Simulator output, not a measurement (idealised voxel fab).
process module | voxel transistor to metal
cross-section cut | 200 nm wide | cells 5 nm
A cross-section is a grid of square cells, given in bands from the top down. A band is one or more rows of cells.
Each band's line starts with the height of the band's top and of its bottom, in nm. Then come its materials from left to right, each with its width in nm. One material with "throughout" fills the band from edge to edge. "air" is empty space.
Height 0 is the level under which the wafer as received is all one material. The lowest band goes on downwards, as in "0 down".
A width such as "30 to 40" changes by the same amount from each row of cells to the next, from the band's top row to its bottom row.
"no change" after a step means that no cell of the cross-section changed.
closed voids: empty space of 8 cells or more with no open way to the top, each as width x height at its distance from the left edge, in nm
after a step's settings: what the simulator itself notes on the step
overlay nm, on a step with a mask: how far to the right of its planned place the mask lay; to the left if negative
plan
1 op RECEIVE | material Si
2 op CONFORMAL_DEP | material SiO2 | thk nm 5
3 op CONFORMAL_DEP | material SiN | thk nm 15
4 op MASKED_ETCH | tone cover | mask id ACTIVE | width nm 95 | etch materials SiN | depth nm 15 | overlay nm 0
5 op MASKED_ETCH | tone cover | mask id ACTIVE | width nm 95 | etch materials SiO2 | depth nm 5 | overlay nm 0
6 op MASKED_ETCH | tone cover | mask id ACTIVE | width nm 95 | etch materials Si | depth nm 30 | overlay nm 0
7 op OXIDIZE | depth nm 5
8 op FILL_DEP | material SiO2 | thk nm 10
9 op CMP | height nm 20
10 op SELECTIVE_ETCH | etch materials SiO2 | depth nm 10
11 op STRIP | etch materials SiN
12 op SELECTIVE_ETCH | etch materials SiO2 | depth nm 5
13 op OXIDIZE | depth nm 5
14 op DIRECTIONAL_DEP | material polySi | thk nm 30
15 op DIRECTIONAL_DEP | material SiCN | thk nm 15
16 op PATTERN | tone cover | mask id GATE | material resist | width nm 15 | thk nm 20 | overlay nm 0
17 op DIRECTIONAL_ETCH | etch materials SiCN | depth nm 25
18 op DIRECTIONAL_ETCH | etch materials polySi | depth nm 40
19 op STRIP | etch materials resist
20 op CONFORMAL_DEP | material SiO2 | thk nm 5
21 op DIRECTIONAL_ETCH | etch materials SiO2 | depth nm 5
22 op CONFORMAL_DEP | material SiN | thk nm 5
23 op DIRECTIONAL_ETCH | etch materials SiN | depth nm 5
24 op DIRECTIONAL_ETCH | etch materials SiO2 | depth nm 5
25 op DIRECTIONAL_ETCH | etch materials Si | depth nm 15
26 op EPI | material pSi | thk nm 20
27 op FILL_DEP | material SiO2 | thk nm 5
28 op CMP | height nm 45
29 op DIRECTIONAL_DEP | material SiO2 | thk nm 10
30 op PATTERN | tone open | mask id CONTACT | material resist | width nm 20 | pitch nm 65 | thk nm 20 | overlay nm 0
31 op DIRECTIONAL_ETCH | etch materials SiO2 | depth nm 55
32 op STRIP | etch materials resist
33 op CONFORMAL_DEP | material TiN | thk nm 5
34 op FILL_DEP | material Ru | thk nm 5
35 op CMP | height nm 55
36 op DIRECTIONAL_DEP | material TiN | thk nm 5
37 op DIRECTIONAL_DEP | material W | thk nm 25
38 op MASKED_ETCH | tone cover | mask id METAL_1 | width nm 20 | pitch nm 65 | etch materials W | depth nm 25 | overlay nm 0
39 op MASKED_ETCH | tone cover | mask id METAL_1 | width nm 20 | pitch nm 65 | etch materials TiN | depth nm 5 | overlay nm 0
40 op CONFORMAL_DEP | material SiCN | thk nm 5
41 op FILL_DEP | material lowk | thk nm 5
42 op CMP | height nm 85
43 op CONFORMAL_DEP | material SiCN | thk nm 5
44 op DIRECTIONAL_DEP | material SiO2 | thk nm 35
45 op MASKED_ETCH | tone open | mask id METAL_2 | width nm 20 | pitch nm 65 | etch materials SiO2 | depth nm 20 | overlay nm 0
46 op MASKED_ETCH | tone open | mask id METAL_2_HOLES | width nm 15 | pitch nm 65 | etch materials SiO2 | depth nm 15 | overlay nm 0
47 op MASKED_ETCH | tone open | mask id METAL_2_HOLES | width nm 15 | pitch nm 65 | etch materials SiCN | depth nm 5 | overlay nm 0
48 op CONFORMAL_DEP | material TiN | thk nm 5
49 op FILL_DEP | material Cu | thk nm 5
50 op CMP | height nm 125
51 op CONFORMAL_DEP | material SiN | thk nm 5
first wafer, as planned
as received, after step 1
  0 down: Si throughout
  closed voids: none
after step 2
  5 to 0: SiO2 throughout
  below 0: unchanged
after step 3
  20 to 5: SiN throughout
  below 5: unchanged
after step 4
  20 to 5: air 50 | SiN 95 | air 55
  below 5: unchanged
after step 5
  20 to 5: air 50 | SiN 95 | air 55
  5 to 0: air 50 | SiO2 95 | air 55
  below 0: unchanged
after step 6
  20 to 5: air 50 | SiN 95 | air 55
  5 to 0: air 50 | SiO2 95 | air 55
  0 to -30: air 50 | Si 95 | air 55
  below -30: unchanged
after step 7
  20 to 5: air 50 | SiN 95 | air 55
  5 to 0: air 50 | SiO2 95 | air 55
  0 to -30: air 50 | SiO2 5 | Si 85 | SiO2 5 | air 55
  -30 to -35: SiO2 55 | Si 85 | SiO2 60
  below -35: unchanged
after step 8
  30 to 20: SiO2 throughout
  20 to 5: SiO2 50 | SiN 95 | SiO2 55
  5 to 0: SiO2 throughout
  0 to -35: SiO2 55 | Si 85 | SiO2 60
  below -35: unchanged
after step 9
  20 to 5: SiO2 50 | SiN 95 | SiO2 55
  below 5: unchanged
after step 10
  20 to 10: air 50 | SiN 95 | air 55
  below 10: unchanged
after step 11
  10 to 5: SiO2 50 | air 95 | SiO2 55
  below 5: unchanged
after step 12
  5 to 0: SiO2 45 | air 105 | SiO2 50
  below 0: unchanged
after step 13
  5 to 0: SiO2 45 | air 105 | SiO2 50
  0 to -5: SiO2 throughout
  below -5: unchanged
after step 14
  35 to 30: polySi 45 | air 105 | polySi 50
  30 to 5: polySi throughout
  5 to 0: SiO2 45 | polySi 105 | SiO2 50
  below 0: unchanged
after step 15
  50 to 45: SiCN 45 | air 105 | SiCN 50
  45 to 35: SiCN throughout
  35 to 30: polySi 45 | SiCN 105 | polySi 50
  below 30: unchanged
after step 16
  70 to 50: air 90 | resist 15 | air 95
  50 to 45: SiCN 45 | air 45 | resist 15 | air 45 | SiCN 50
  below 45: unchanged
after step 17
  70 to 45: air 90 | resist 15 | air 95
  45 to 35: air 90 | SiCN 15 | air 95
  35 to 30: polySi 45 | air 45 | SiCN 15 | air 45 | polySi 50
  below 30: unchanged
after step 18
  70 to 45: air 90 | resist 15 | air 95
  45 to 30: air 90 | SiCN 15 | air 95
  30 to 5: air 90 | polySi 15 | air 95
  5 to 0: SiO2 45 | air 45 | polySi 15 | air 45 | SiO2 50
  below 0: unchanged
after step 19
  45 to 30: air 90 | SiCN 15 | air 95
  below 30: unchanged
after step 20
  50 to 45: air 85 | SiO2 25 | air 90
  45 to 30: air 85 | SiO2 5 | SiCN 15 | SiO2 5 | air 90
  30 to 10: air 85 | SiO2 5 | polySi 15 | SiO2 5 | air 90
  10 to 5: SiO2 50 | air 35 | SiO2 5 | polySi 15 | SiO2 5 | air 35 | SiO2 55
  5 to 0: SiO2 90 | polySi 15 | SiO2 95
  below 0: unchanged
after step 21
  45 to 30: air 85 | SiO2 5 | SiCN 15 | SiO2 5 | air 90
  30 to 5: air 85 | SiO2 5 | polySi 15 | SiO2 5 | air 90
  5 to 0: SiO2 50 | air 35 | SiO2 5 | polySi 15 | SiO2 5 | air 35 | SiO2 55
  below 0: unchanged
after step 22
  50 to 45: air 80 | SiN 35 | air 85
  45 to 30: air 80 | SiN 5 | SiO2 5 | SiCN 15 | SiO2 5 | SiN 5 | air 85
  30 to 10: air 80 | SiN 5 | SiO2 5 | polySi 15 | SiO2 5 | SiN 5 | air 85
  10 to 5: SiN 55 | air 25 | SiN 5 | SiO2 5 | polySi 15 | SiO2 5 | SiN 5 | air 25 | SiN 60
  5 to 0: SiO2 50 | SiN 35 | SiO2 5 | polySi 15 | SiO2 5 | SiN 35 | SiO2 55
  below 0: unchanged
after step 23
  45 to 30: air 80 | SiN 5 | SiO2 5 | SiCN 15 | SiO2 5 | SiN 5 | air 85
  30 to 5: air 80 | SiN 5 | SiO2 5 | polySi 15 | SiO2 5 | SiN 5 | air 85
  5 to 0: SiO2 50 | SiN 5 | air 25 | SiN 5 | SiO2 5 | polySi 15 | SiO2 5 | SiN 5 | air 25 | SiN 5 | SiO2 55
  below 0: unchanged
after step 24
  45 to 40: air 80 | SiN 5 | air 5 | SiCN 15 | air 5 | SiN 5 | air 85
  40 to 30: air 80 | SiN 5 | SiO2 5 | SiCN 15 | SiO2 5 | SiN 5 | air 85
  30 to 5: air 80 | SiN 5 | SiO2 5 | polySi 15 | SiO2 5 | SiN 5 | air 85
  5 to 0: air 50 | SiN 5 | air 25 | SiN 5 | SiO2 5 | polySi 15 | SiO2 5 | SiN 5 | air 25 | SiN 5 | air 55
  0 to -5: SiO2 55 | air 25 | SiO2 35 | air 25 | SiO2 60
  below -5: unchanged
after step 25
  45 to 40: air 80 | SiN 5 | air 5 | SiCN 15 | air 5 | SiN 5 | air 85
  40 to 30: air 80 | SiN 5 | SiO2 5 | SiCN 15 | SiO2 5 | SiN 5 | air 85
  30 to 5: air 80 | SiN 5 | SiO2 5 | polySi 15 | SiO2 5 | SiN 5 | air 85
  5 to 0: air 50 | SiN 5 | air 25 | SiN 5 | SiO2 5 | polySi 15 | SiO2 5 | SiN 5 | air 25 | SiN 5 | air 55
  0 to -5: SiO2 55 | air 25 | SiO2 35 | air 25 | SiO2 60
  -5 to -20: SiO2 55 | air 25 | Si 35 | air 25 | SiO2 60
  below -20: unchanged
after step 26
  45 to 40: air 80 | SiN 5 | air 5 | SiCN 15 | air 5 | SiN 5 | air 85
  40 to 30: air 80 | SiN 5 | SiO2 5 | SiCN 15 | SiO2 5 | SiN 5 | air 85
  30 to 15: air 80 | SiN 5 | SiO2 5 | polySi 15 | SiO2 5 | SiN 5 | air 85
  15 to 5: air 60 | pSi 20 | SiN 5 | SiO2 5 | polySi 15 | SiO2 5 | SiN 5 | pSi 20 | air 65
  5 to 0: air 50 | SiN 5 | air 5 | pSi 20 | SiN 5 | SiO2 5 | polySi 15 | SiO2 5 | SiN 5 | pSi 20 | air 5 | SiN 5 | air 55
  0 to -5: SiO2 55 | pSi 25 | SiO2 35 | pSi 25 | SiO2 60
  -5 to -20: SiO2 55 | pSi 25 | Si 35 | pSi 25 | SiO2 60
  below -20: unchanged
after step 27
  50 to 45: SiO2 throughout
  45 to 30: SiO2 80 | SiN 5 | SiO2 5 | SiCN 15 | SiO2 5 | SiN 5 | SiO2 85
  30 to 15: SiO2 80 | SiN 5 | SiO2 5 | polySi 15 | SiO2 5 | SiN 5 | SiO2 85
  15 to 5: SiO2 60 | pSi 20 | SiN 5 | SiO2 5 | polySi 15 | SiO2 5 | SiN 5 | pSi 20 | SiO2 65
  5 to 0: SiO2 50 | SiN 5 | SiO2 5 | pSi 20 | SiN 5 | SiO2 5 | polySi 15 | SiO2 5 | SiN 5 | pSi 20 | SiO2 5 | SiN 5 | SiO2 55
  below 0: unchanged
after step 28
  45 to 30: SiO2 80 | SiN 5 | SiO2 5 | SiCN 15 | SiO2 5 | SiN 5 | SiO2 85
  below 30: unchanged
after step 29
  55 to 45: SiO2 throughout
  below 45: unchanged
after step 30
  75 to 55: resist 55 | air 20 | resist 45 | air 20 | resist 60
  below 55: unchanged
after step 31
  75 to 55: resist 55 | air 20 | resist 45 | air 20 | resist 60
  55 to 45: SiO2 55 | air 20 | SiO2 45 | air 20 | SiO2 60
  45 to 30: SiO2 55 | air 20 | SiO2 5 | SiN 5 | SiO2 5 | SiCN 15 | SiO2 5 | SiN 5 | SiO2 5 | air 20 | SiO2 60
  30 to 15: SiO2 55 | air 20 | SiO2 5 | SiN 5 | SiO2 5 | polySi 15 | SiO2 5 | SiN 5 | SiO2 5 | air 20 | SiO2 60
  15 to 5: SiO2 55 | air 5 | pSi 20 | SiN 5 | SiO2 5 | polySi 15 | SiO2 5 | SiN 5 | pSi 20 | air 5 | SiO2 60
  5 to 0: SiO2 50 | SiN 5 | air 5 | pSi 20 | SiN 5 | SiO2 5 | polySi 15 | SiO2 5 | SiN 5 | pSi 20 | air 5 | SiN 5 | SiO2 55
  below 0: unchanged
after step 32
  55 to 45: SiO2 55 | air 20 | SiO2 45 | air 20 | SiO2 60
  below 45: unchanged
after step 33
  60 to 55: TiN 60 | air 10 | TiN 55 | air 10 | TiN 65
  55 to 45: SiO2 55 | TiN 5 | air 10 | TiN 5 | SiO2 45 | TiN 5 | air 10 | TiN 5 | SiO2 60
  45 to 30: SiO2 55 | TiN 5 | air 10 | TiN 5 | SiO2 5 | SiN 5 | SiO2 5 | SiCN 15 | SiO2 5 | SiN 5 | SiO2 5 | TiN 5 | air 10 | TiN 5 | SiO2 60
  30 to 20: SiO2 55 | TiN 5 | air 10 | TiN 5 | SiO2 5 | SiN 5 | SiO2 5 | polySi 15 | SiO2 5 | SiN 5 | SiO2 5 | TiN 5 | air 10 | TiN 5 | SiO2 60
  20 to 15: SiO2 55 | TiN 20 | SiO2 5 | SiN 5 | SiO2 5 | polySi 15 | SiO2 5 | SiN 5 | SiO2 5 | TiN 20 | SiO2 60
  15 to 5: SiO2 55 | TiN 5 | pSi 20 | SiN 5 | SiO2 5 | polySi 15 | SiO2 5 | SiN 5 | pSi 20 | TiN 5 | SiO2 60
  5 to 0: SiO2 50 | SiN 5 | TiN 5 | pSi 20 | SiN 5 | SiO2 5 | polySi 15 | SiO2 5 | SiN 5 | pSi 20 | TiN 5 | SiN 5 | SiO2 55
  below 0: unchanged
after step 34
  65 to 60: Ru throughout
  60 to 55: TiN 60 | Ru 10 | TiN 55 | Ru 10 | TiN 65
  55 to 45: SiO2 55 | TiN 5 | Ru 10 | TiN 5 | SiO2 45 | TiN 5 | Ru 10 | TiN 5 | SiO2 60
  45 to 30: SiO2 55 | TiN 5 | Ru 10 | TiN 5 | SiO2 5 | SiN 5 | SiO2 5 | SiCN 15 | SiO2 5 | SiN 5 | SiO2 5 | TiN 5 | Ru 10 | TiN 5 | SiO2 60
  30 to 20: SiO2 55 | TiN 5 | Ru 10 | TiN 5 | SiO2 5 | SiN 5 | SiO2 5 | polySi 15 | SiO2 5 | SiN 5 | SiO2 5 | TiN 5 | Ru 10 | TiN 5 | SiO2 60
  below 20: unchanged
after step 35
  55 to 45: SiO2 55 | TiN 5 | Ru 10 | TiN 5 | SiO2 45 | TiN 5 | Ru 10 | TiN 5 | SiO2 60
  below 45: unchanged
after step 36
  60 to 55: TiN throughout
  below 55: unchanged
after step 37
  85 to 60: W throughout
  below 60: unchanged
after step 38
  85 to 60: air 55 | W 20 | air 45 | W 20 | air 60
  below 60: unchanged
after step 39
  85 to 60: air 55 | W 20 | air 45 | W 20 | air 60
  60 to 55: air 55 | TiN 20 | air 45 | TiN 20 | air 60
  below 55: unchanged
after step 40
  90 to 85: air 50 | SiCN 30 | air 35 | SiCN 30 | air 55
  85 to 60: air 50 | SiCN 5 | W 20 | SiCN 5 | air 35 | SiCN 5 | W 20 | SiCN 5 | air 55
  60 to 55: SiCN 55 | TiN 20 | SiCN 45 | TiN 20 | SiCN 60
  below 55: unchanged
after step 41
  95 to 90: lowk throughout
  90 to 85: lowk 50 | SiCN 30 | lowk 35 | SiCN 30 | lowk 55
  85 to 60: lowk 50 | SiCN 5 | W 20 | SiCN 5 | lowk 35 | SiCN 5 | W 20 | SiCN 5 | lowk 55
  below 60: unchanged
after step 42
  85 to 60: lowk 50 | SiCN 5 | W 20 | SiCN 5 | lowk 35 | SiCN 5 | W 20 | SiCN 5 | lowk 55
  below 60: unchanged
after step 43
  90 to 85: SiCN throughout
  below 85: unchanged
after step 44
  125 to 90: SiO2 throughout
  below 90: unchanged
after step 45
  125 to 105: SiO2 55 | air 20 | SiO2 45 | air 20 | SiO2 60
  below 105: unchanged
after step 46
  125 to 105: SiO2 55 | air 20 | SiO2 45 | air 20 | SiO2 60
  105 to 90: SiO2 55 | air 15 | SiO2 50 | air 15 | SiO2 65
  below 90: unchanged
after step 47
  125 to 105: SiO2 55 | air 20 | SiO2 45 | air 20 | SiO2 60
  105 to 90: SiO2 55 | air 15 | SiO2 50 | air 15 | SiO2 65
  90 to 85: SiCN 55 | air 15 | SiCN 50 | air 15 | SiCN 65
  below 85: unchanged
after step 48
  130 to 125: TiN 60 | air 10 | TiN 55 | air 10 | TiN 65
  125 to 110: SiO2 55 | TiN 5 | air 10 | TiN 5 | SiO2 45 | TiN 5 | air 10 | TiN 5 | SiO2 60
  110 to 105: SiO2 55 | TiN 5 | air 5 | TiN 10 | SiO2 45 | TiN 5 | air 5 | TiN 10 | SiO2 60
  105 to 90: SiO2 55 | TiN 5 | air 5 | TiN 5 | SiO2 50 | TiN 5 | air 5 | TiN 5 | SiO2 65
  90 to 85: SiCN 55 | TiN 15 | SiCN 50 | TiN 15 | SiCN 65
  below 85: unchanged
after step 49
  135 to 130: Cu throughout
  130 to 125: TiN 60 | Cu 10 | TiN 55 | Cu 10 | TiN 65
  125 to 110: SiO2 55 | TiN 5 | Cu 10 | TiN 5 | SiO2 45 | TiN 5 | Cu 10 | TiN 5 | SiO2 60
  110 to 105: SiO2 55 | TiN 5 | Cu 5 | TiN 10 | SiO2 45 | TiN 5 | Cu 5 | TiN 10 | SiO2 60
  105 to 90: SiO2 55 | TiN 5 | Cu 5 | TiN 5 | SiO2 50 | TiN 5 | Cu 5 | TiN 5 | SiO2 65
  below 90: unchanged
after step 50
  125 to 110: SiO2 55 | TiN 5 | Cu 10 | TiN 5 | SiO2 45 | TiN 5 | Cu 10 | TiN 5 | SiO2 60
  below 110: unchanged
after step 51
  130 to 125: SiN throughout
  below 125: unchanged
second wafer: like start, like plan, one mistake. Through step 3 it matches the first wafer
when step 4 should have ended
  20 to 5: SiN 50 | air 95 | SiN 55
  below 5: unchanged
when step 5 should have ended: no change
when step 6 should have ended: no change
when step 7 should have ended: no change
when step 8 should have ended
  30 to 20: SiO2 throughout
  20 to 5: SiN 50 | SiO2 95 | SiN 55
  below 5: unchanged
when step 9 should have ended
  20 to 5: SiN 50 | SiO2 95 | SiN 55
  below 5: unchanged
when step 10 should have ended
  20 to 10: SiN 50 | air 95 | SiN 55
  below 10: unchanged
when step 11 should have ended
  10 to 5: air 50 | SiO2 95 | air 55
  below 5: unchanged
when step 12 should have ended
  5 to 0: air 55 | SiO2 85 | air 60
  below 0: unchanged
when step 13 should have ended
  5 to 0: air 55 | SiO2 85 | air 60
  0 to -5: SiO2 60 | Si 75 | SiO2 65
  below -5: unchanged
when step 14 should have ended
  35 to 30: air 55 | polySi 85 | air 60
  30 to 5: polySi throughout
  5 to 0: polySi 55 | SiO2 85 | polySi 60
  below 0: unchanged
when step 15 should have ended
  50 to 45: air 55 | SiCN 85 | air 60
  45 to 35: SiCN throughout
  35 to 30: SiCN 55 | polySi 85 | SiCN 60
  below 30: unchanged
when step 16 should have ended
  70 to 50: air 90 | resist 15 | air 95
  below 50: unchanged
when step 17 should have ended
  70 to 50: air 90 | resist 15 | air 95
  50 to 35: air 90 | SiCN 15 | air 95
  35 to 30: air 55 | polySi 85 | air 60
  below 30: unchanged
when step 18 should have ended
  70 to 50: air 90 | resist 15 | air 95
  50 to 35: air 90 | SiCN 15 | air 95
  35 to 5: air 90 | polySi 15 | air 95
  5 to 0: air 55 | SiO2 85 | air 60
  below 0: unchanged
when step 19 should have ended
  50 to 35: air 90 | SiCN 15 | air 95
  below 35: unchanged
when step 20 should have ended
  55 to 50: air 85 | SiO2 25 | air 90
  50 to 35: air 85 | SiO2 5 | SiCN 15 | SiO2 5 | air 90
  35 to 10: air 85 | SiO2 5 | polySi 15 | SiO2 5 | air 90
  10 to 5: air 50 | SiO2 40 | polySi 15 | SiO2 40 | air 55
  5 to 0: SiO2 throughout
  below 0: unchanged
when step 21 should have ended
  50 to 35: air 85 | SiO2 5 | SiCN 15 | SiO2 5 | air 90
  35 to 5: air 85 | SiO2 5 | polySi 15 | SiO2 5 | air 90
  5 to 0: air 50 | SiO2 95 | air 55
  below 0: unchanged
when step 22 should have ended
  55 to 50: air 80 | SiN 35 | air 85
  50 to 35: air 80 | SiN 5 | SiO2 5 | SiCN 15 | SiO2 5 | SiN 5 | air 85
  35 to 10: air 80 | SiN 5 | SiO2 5 | polySi 15 | SiO2 5 | SiN 5 | air 85
  10 to 5: air 45 | SiN 40 | SiO2 5 | polySi 15 | SiO2 5 | SiN 40 | air 50
  5 to 0: SiN 50 | SiO2 95 | SiN 55
  below 0: unchanged
when step 23 should have ended
  50 to 35: air 80 | SiN 5 | SiO2 5 | SiCN 15 | SiO2 5 | SiN 5 | air 85
  35 to 5: air 80 | SiN 5 | SiO2 5 | polySi 15 | SiO2 5 | SiN 5 | air 85
  5 to 0: air 45 | SiN 5 | SiO2 95 | SiN 5 | air 50
  below 0: unchanged
when step 24 should have ended
  50 to 45: air 80 | SiN 5 | air 5 | SiCN 15 | air 5 | SiN 5 | air 85
  45 to 35: air 80 | SiN 5 | SiO2 5 | SiCN 15 | SiO2 5 | SiN 5 | air 85
  35 to 5: air 80 | SiN 5 | SiO2 5 | polySi 15 | SiO2 5 | SiN 5 | air 85
  5 to 0: air 45 | SiN 5 | air 30 | SiO2 35 | air 30 | SiN 5 | air 50
  0 to -5: air 45 | SiO2 15 | Si 75 | SiO2 15 | air 50
  below -5: unchanged
when step 25 should have ended
  50 to 45: air 80 | SiN 5 | air 5 | SiCN 15 | air 5 | SiN 5 | air 85
  45 to 35: air 80 | SiN 5 | SiO2 5 | SiCN 15 | SiO2 5 | SiN 5 | air 85
  35 to 5: air 80 | SiN 5 | SiO2 5 | polySi 15 | SiO2 5 | SiN 5 | air 85
  5 to 0: air 45 | SiN 5 | air 30 | SiO2 35 | air 30 | SiN 5 | air 50
  0 to -5: air 45 | SiO2 15 | air 20 | Si 35 | air 20 | SiO2 15 | air 50
  -5 to -15: air 45 | Si 15 | air 20 | Si 35 | air 20 | Si 15 | air 50
  -15 to -20: air 45 | Si 105 | air 50
  below -20: unchanged
when step 26 should have ended
  50 to 45: air 80 | SiN 5 | air 5 | SiCN 15 | air 5 | SiN 5 | air 85
  45 to 35: air 80 | SiN 5 | SiO2 5 | SiCN 15 | SiO2 5 | SiN 5 | air 85
  35 to 20: air 80 | SiN 5 | SiO2 5 | polySi 15 | SiO2 5 | SiN 5 | air 85
  20 to 15: air 60 | pSi 20 | SiN 5 | SiO2 5 | polySi 15 | SiO2 5 | SiN 5 | pSi 20 | air 65
  15 to 5: air 25 | pSi 55 | SiN 5 | SiO2 5 | polySi 15 | SiO2 5 | SiN 5 | pSi 55 | air 30
  5 to 0: air 25 | pSi 20 | SiN 5 | pSi 30 | SiO2 35 | pSi 30 | SiN 5 | pSi 20 | air 30
  0 to -5: pSi 45 | SiO2 15 | pSi 20 | Si 35 | pSi 20 | SiO2 15 | pSi 50
  -5 to -15: pSi 45 | Si 15 | pSi 20 | Si 35 | pSi 20 | Si 15 | pSi 50
  -15 to -20: pSi 45 | Si 105 | pSi 50
  below -20: unchanged
when step 27 should have ended
  55 to 50: SiO2 throughout
  50 to 35: SiO2 80 | SiN 5 | SiO2 5 | SiCN 15 | SiO2 5 | SiN 5 | SiO2 85
  35 to 20: SiO2 80 | SiN 5 | SiO2 5 | polySi 15 | SiO2 5 | SiN 5 | SiO2 85
  20 to 15: SiO2 60 | pSi 20 | SiN 5 | SiO2 5 | polySi 15 | SiO2 5 | SiN 5 | pSi 20 | SiO2 65
  15 to 5: SiO2 25 | pSi 55 | SiN 5 | SiO2 5 | polySi 15 | SiO2 5 | SiN 5 | pSi 55 | SiO2 30
  5 to 0: SiO2 25 | pSi 20 | SiN 5 | pSi 30 | SiO2 35 | pSi 30 | SiN 5 | pSi 20 | SiO2 30
  below 0: unchanged
when step 28 should have ended
  45 to 35: SiO2 80 | SiN 5 | SiO2 5 | SiCN 15 | SiO2 5 | SiN 5 | SiO2 85
  below 35: unchanged
when step 29 should have ended
  55 to 45: SiO2 throughout
  below 45: unchanged
when step 30 should have ended
  75 to 55: resist 55 | air 20 | resist 45 | air 20 | resist 60
  below 55: unchanged
when step 31 should have ended
  75 to 55: resist 55 | air 20 | resist 45 | air 20 | resist 60
  55 to 45: SiO2 55 | air 20 | SiO2 45 | air 20 | SiO2 60
  45 to 35: SiO2 55 | air 20 | SiO2 5 | SiN 5 | SiO2 5 | SiCN 15 | SiO2 5 | SiN 5 | SiO2 5 | air 20 | SiO2 60
  35 to 20: SiO2 55 | air 20 | SiO2 5 | SiN 5 | SiO2 5 | polySi 15 | SiO2 5 | SiN 5 | SiO2 5 | air 20 | SiO2 60
  20 to 15: SiO2 55 | air 5 | pSi 20 | SiN 5 | SiO2 5 | polySi 15 | SiO2 5 | SiN 5 | pSi 20 | air 5 | SiO2 60
  below 15: unchanged
when step 32 should have ended
  55 to 45: SiO2 55 | air 20 | SiO2 45 | air 20 | SiO2 60
  below 45: unchanged
when step 33 should have ended
  60 to 55: TiN 60 | air 10 | TiN 55 | air 10 | TiN 65
  55 to 45: SiO2 55 | TiN 5 | air 10 | TiN 5 | SiO2 45 | TiN 5 | air 10 | TiN 5 | SiO2 60
  45 to 35: SiO2 55 | TiN 5 | air 10 | TiN 5 | SiO2 5 | SiN 5 | SiO2 5 | SiCN 15 | SiO2 5 | SiN 5 | SiO2 5 | TiN 5 | air 10 | TiN 5 | SiO2 60
  35 to 25: SiO2 55 | TiN 5 | air 10 | TiN 5 | SiO2 5 | SiN 5 | SiO2 5 | polySi 15 | SiO2 5 | SiN 5 | SiO2 5 | TiN 5 | air 10 | TiN 5 | SiO2 60
  25 to 20: SiO2 55 | TiN 20 | SiO2 5 | SiN 5 | SiO2 5 | polySi 15 | SiO2 5 | SiN 5 | SiO2 5 | TiN 20 | SiO2 60
  20 to 15: SiO2 55 | TiN 5 | pSi 20 | SiN 5 | SiO2 5 | polySi 15 | SiO2 5 | SiN 5 | pSi 20 | TiN 5 | SiO2 60
  below 15: unchanged
when step 34 should have ended
  65 to 60: Ru throughout
  60 to 55: TiN 60 | Ru 10 | TiN 55 | Ru 10 | TiN 65
  55 to 45: SiO2 55 | TiN 5 | Ru 10 | TiN 5 | SiO2 45 | TiN 5 | Ru 10 | TiN 5 | SiO2 60
  45 to 35: SiO2 55 | TiN 5 | Ru 10 | TiN 5 | SiO2 5 | SiN 5 | SiO2 5 | SiCN 15 | SiO2 5 | SiN 5 | SiO2 5 | TiN 5 | Ru 10 | TiN 5 | SiO2 60
  35 to 25: SiO2 55 | TiN 5 | Ru 10 | TiN 5 | SiO2 5 | SiN 5 | SiO2 5 | polySi 15 | SiO2 5 | SiN 5 | SiO2 5 | TiN 5 | Ru 10 | TiN 5 | SiO2 60
  below 25: unchanged
when step 35 should have ended
  55 to 45: SiO2 55 | TiN 5 | Ru 10 | TiN 5 | SiO2 45 | TiN 5 | Ru 10 | TiN 5 | SiO2 60
  below 45: unchanged
when step 36 should have ended
  60 to 55: TiN throughout
  below 55: unchanged
when step 37 should have ended
  85 to 60: W throughout
  below 60: unchanged
when step 38 should have ended
  85 to 60: air 55 | W 20 | air 45 | W 20 | air 60
  below 60: unchanged
when step 39 should have ended
  85 to 60: air 55 | W 20 | air 45 | W 20 | air 60
  60 to 55: air 55 | TiN 20 | air 45 | TiN 20 | air 60
  below 55: unchanged
when step 40 should have ended
  90 to 85: air 50 | SiCN 30 | air 35 | SiCN 30 | air 55
  85 to 60: air 50 | SiCN 5 | W 20 | SiCN 5 | air 35 | SiCN 5 | W 20 | SiCN 5 | air 55
  60 to 55: SiCN 55 | TiN 20 | SiCN 45 | TiN 20 | SiCN 60
  below 55: unchanged
when step 41 should have ended
  95 to 90: lowk throughout
  90 to 85: lowk 50 | SiCN 30 | lowk 35 | SiCN 30 | lowk 55
  85 to 60: lowk 50 | SiCN 5 | W 20 | SiCN 5 | lowk 35 | SiCN 5 | W 20 | SiCN 5 | lowk 55
  below 60: unchanged
when step 42 should have ended
  85 to 60: lowk 50 | SiCN 5 | W 20 | SiCN 5 | lowk 35 | SiCN 5 | W 20 | SiCN 5 | lowk 55
  below 60: unchanged
when step 43 should have ended
  90 to 85: SiCN throughout
  below 85: unchanged
when step 44 should have ended
  125 to 90: SiO2 throughout
  below 90: unchanged
when step 45 should have ended
  125 to 105: SiO2 55 | air 20 | SiO2 45 | air 20 | SiO2 60
  below 105: unchanged
when step 46 should have ended
  125 to 105: SiO2 55 | air 20 | SiO2 45 | air 20 | SiO2 60
  105 to 90: SiO2 55 | air 15 | SiO2 50 | air 15 | SiO2 65
  below 90: unchanged
when step 47 should have ended
  125 to 105: SiO2 55 | air 20 | SiO2 45 | air 20 | SiO2 60
  105 to 90: SiO2 55 | air 15 | SiO2 50 | air 15 | SiO2 65
  90 to 85: SiCN 55 | air 15 | SiCN 50 | air 15 | SiCN 65
  below 85: unchanged
when step 48 should have ended
  130 to 125: TiN 60 | air 10 | TiN 55 | air 10 | TiN 65
  125 to 110: SiO2 55 | TiN 5 | air 10 | TiN 5 | SiO2 45 | TiN 5 | air 10 | TiN 5 | SiO2 60
  110 to 105: SiO2 55 | TiN 5 | air 5 | TiN 10 | SiO2 45 | TiN 5 | air 5 | TiN 10 | SiO2 60
  105 to 90: SiO2 55 | TiN 5 | air 5 | TiN 5 | SiO2 50 | TiN 5 | air 5 | TiN 5 | SiO2 65
  90 to 85: SiCN 55 | TiN 15 | SiCN 50 | TiN 15 | SiCN 65
  below 85: unchanged
when step 49 should have ended
  135 to 130: Cu throughout
  130 to 125: TiN 60 | Cu 10 | TiN 55 | Cu 10 | TiN 65
  125 to 110: SiO2 55 | TiN 5 | Cu 10 | TiN 5 | SiO2 45 | TiN 5 | Cu 10 | TiN 5 | SiO2 60
  110 to 105: SiO2 55 | TiN 5 | Cu 5 | TiN 10 | SiO2 45 | TiN 5 | Cu 5 | TiN 10 | SiO2 60
  105 to 90: SiO2 55 | TiN 5 | Cu 5 | TiN 5 | SiO2 50 | TiN 5 | Cu 5 | TiN 5 | SiO2 65
  below 90: unchanged
when step 50 should have ended
  125 to 110: SiO2 55 | TiN 5 | Cu 10 | TiN 5 | SiO2 45 | TiN 5 | Cu 10 | TiN 5 | SiO2 60
  below 110: unchanged
when step 51 should have ended
  130 to 125: SiN throughout
  below 125: unchanged
what went wrong: step 4 ran as: op MASKED_ETCH | tone open | mask id ACTIVE | width nm 95 | etch materials SiN | depth nm 15 | overlay nm 0
at the end the second wafer has, in cells: 4 fewer of Ru | 102 more of Si | 3 fewer of SiCN | 2 fewer of SiN | 193 fewer of SiO2 | 8 fewer of TiN | 108 more of pSi
